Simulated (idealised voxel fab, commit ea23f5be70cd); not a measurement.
This section sets out a process module, namely voxel capacitor over wiring.
FYI the section here is cut, 280 nm wide, cells are 5 nm squares.
A cross-section is written here as square cells arranged in a grid, and it is given in bands from the top down, each band taking up one or more rows of cells.
Band entry format. Leading values: height of top, height of bottom, nm. Remainder: materials in left-to-right order, each with its width in nm. Special words: "all across" on a single material, which then fills the band edge to edge; "blank", empty space.
Ref level 0: as-received wafer is one material below here. Bottom band extends down with no lower bound ("from 0 down").
A width given as "30->40" starts at the first number in the band's top row and ends at the second number in its bottom row, shifting by an equal amount at every step from row to row.
The designation "changes: none", where it is given for a processing step, indicates that no cell of the cross-section was altered in the course of that step.
"Sealed internal voids" lists enclosed empty spaces (at least 8 cells, no open path upward to the top), each as width x height at distance from the left edge, in nm.
Formally, on a step line, whatever follows the settings is a remark that the simulator itself makes on the step.
Each step line may optionally specify "overlay nm", which for a step with a mask gives the rightward distance between the mask's planned place and where it lay, a negative value indicating the leftward direction.
-- The following list gives the planned process steps
1 RECEIVE with material Si
2 CONFORMAL_DEP with material SiO2, thk nm 10
3 DIRECTIONAL_DEP with material TiN, thk nm 5
4 DIRECTIONAL_DEP with material Ru, thk nm 15
5 PATTERN with tone cover, mask id METAL_1, material resist, width nm 25, pitch nm 80, thk nm 20, overlay nm 0
6 DIRECTIONAL_ETCH with etch materials Ru, depth nm 15
7 DIRECTIONAL_ETCH with etch materials TiN, depth nm 5
8 STRIP with etch materials resist
9 CONFORMAL_DEP with material SiN, thk nm 5
10 FILL_DEP with material SiO2, thk nm 10
11 CMP with height nm 30
12 CONFORMAL_DEP with material SiCN, thk nm 5
13 DIRECTIONAL_DEP with material lowk, thk nm 10
14 DIRECTIONAL_DEP with material aC, thk nm 15
15 PATTERN with tone open, mask id PLUG_1, material resist, width nm 15, thk nm 35, overlay nm 0
16 DIRECTIONAL_ETCH with etch materials aC, depth nm 15
17 STRIP with etch materials resist
18 DIRECTIONAL_ETCH with etch materials lowk, depth nm 10
19 DIRECTIONAL_ETCH with etch materials SiCN, depth nm 5
20 STRIP with etch materials aC
21 CONFORMAL_DEP with material TiN, thk nm 5
22 FILL_DEP with material W, thk nm 10
23 CMP with height nm 45
24 DIRECTIONAL_DEP with material TiN, thk nm 10
25 DIRECTIONAL_DEP with material Al2O3, thk nm 5
26 DIRECTIONAL_DEP with material TiN, thk nm 10
27 PATTERN with tone cover, mask id UPPER_PLATE, material resist, width nm 60, thk nm 15, overlay nm 0
28 DIRECTIONAL_ETCH with etch materials TiN, depth nm 10
29 DIRECTIONAL_ETCH with etch materials Al2O3, depth nm 5
30 STRIP with etch materials resist
31 MASKED_ETCH with tone cover, mask id LOWER_PLATE, width nm 70, etch materials TiN, depth nm 10, overlay nm 0
32 FILL_DEP with material SiO2, thk nm 20
33 CMP with height nm 85
34 PATTERN with tone open, mask id PLUG_2, material resist, width nm 15, thk nm 15, overlay nm 0
35 DIRECTIONAL_ETCH with etch materials SiO2, depth nm 15
36 STRIP with etch materials resist
37 CONFORMAL_DEP with material TiN, thk nm 5
38 FILL_DEP with material Ru, thk nm 10
39 CMP with height nm 85
40 CONFORMAL_DEP with material SiCN, thk nm 5
-- Delivered wafer in cross-section: state after step 1
- from 0 down | Si all across
- Sealed internal voids: none
-- Cross-section, first of two wafers, end of module, run as planned
- from 90 to 85 | SiCN all across
- from 85 to 75 | SiO2 (105), TiN (5), Ru (5), TiN (5), SiO2 (160)
- from 75 to 70 | SiO2 (105), TiN (15), SiO2 (160)
- from 70 to 60 | SiO2 (95), TiN (60), SiO2 (125)
- from 60 to 55 | SiO2 (95), Al2O3 (60), SiO2 (125)
- from 55 to 45 | SiO2 (90), TiN (70), SiO2 (120)
- from 45 to 35 | lowk (95), TiN (5), W (5), TiN (5), lowk (170)
- from 35 to 30 | SiCN (95), TiN (15), SiCN (170)
- from 30 to 15 | SiO2 (80), SiN (5), Ru (25), SiN (5), SiO2 (45), SiN (5), Ru (25), SiN (5), SiO2 (85)
- from 15 to 10 | SiN (85), TiN (25), SiN (55), TiN (25), SiN (90)
- from 10 to 0 | SiO2 all across
- from 0 down | Si all across
- Sealed internal voids: none
-- Wafer two, end of module, cross-section. Same start, same plan as wafer one. One mistake in the run
- from 90 to 85 | SiCN all across
- from 85 to 75 | SiO2 (105), TiN (5), Ru (5), TiN (5), SiO2 (160)
- from 75 to 70 | SiO2 (105), TiN (15), SiO2 (160)
- from 70 to 60 | SiO2 (95), TiN (60), SiO2 (125)
- from 60 to 55 | SiO2 (95), Al2O3 (60), SiO2 (125)
- from 55 to 45 | SiO2 (90), TiN (70), SiO2 (120)
- from 45 to 35 | lowk (95), TiN (5), W (5), TiN (5), lowk (170)
- from 35 to 30 | SiCN (95), TiN (15), SiCN (170)
- from 30 to 25 | SiO2 all across
- from 25 to 20 | SiO2 (80), SiN (35), SiO2 (45), SiN (35), SiO2 (85)
- from 20 to 5 | SiO2 (80), SiN (5), Ru (25), SiN (5), SiO2 (45), SiN (5), Ru (25), SiN (5), SiO2 (85)
- from 5 to 0 | SiN (85), TiN (25), SiN (55), TiN (25), SiN (90)
- from 0 down | Si all across
- Sealed internal voids: none
Processing error: step 2 from the plan never happened, it was just skipped
The final cell counts differ between the wafers, with the second having more or fewer of some materials than the first: SiN: 14 more; SiO2: 14 fewer
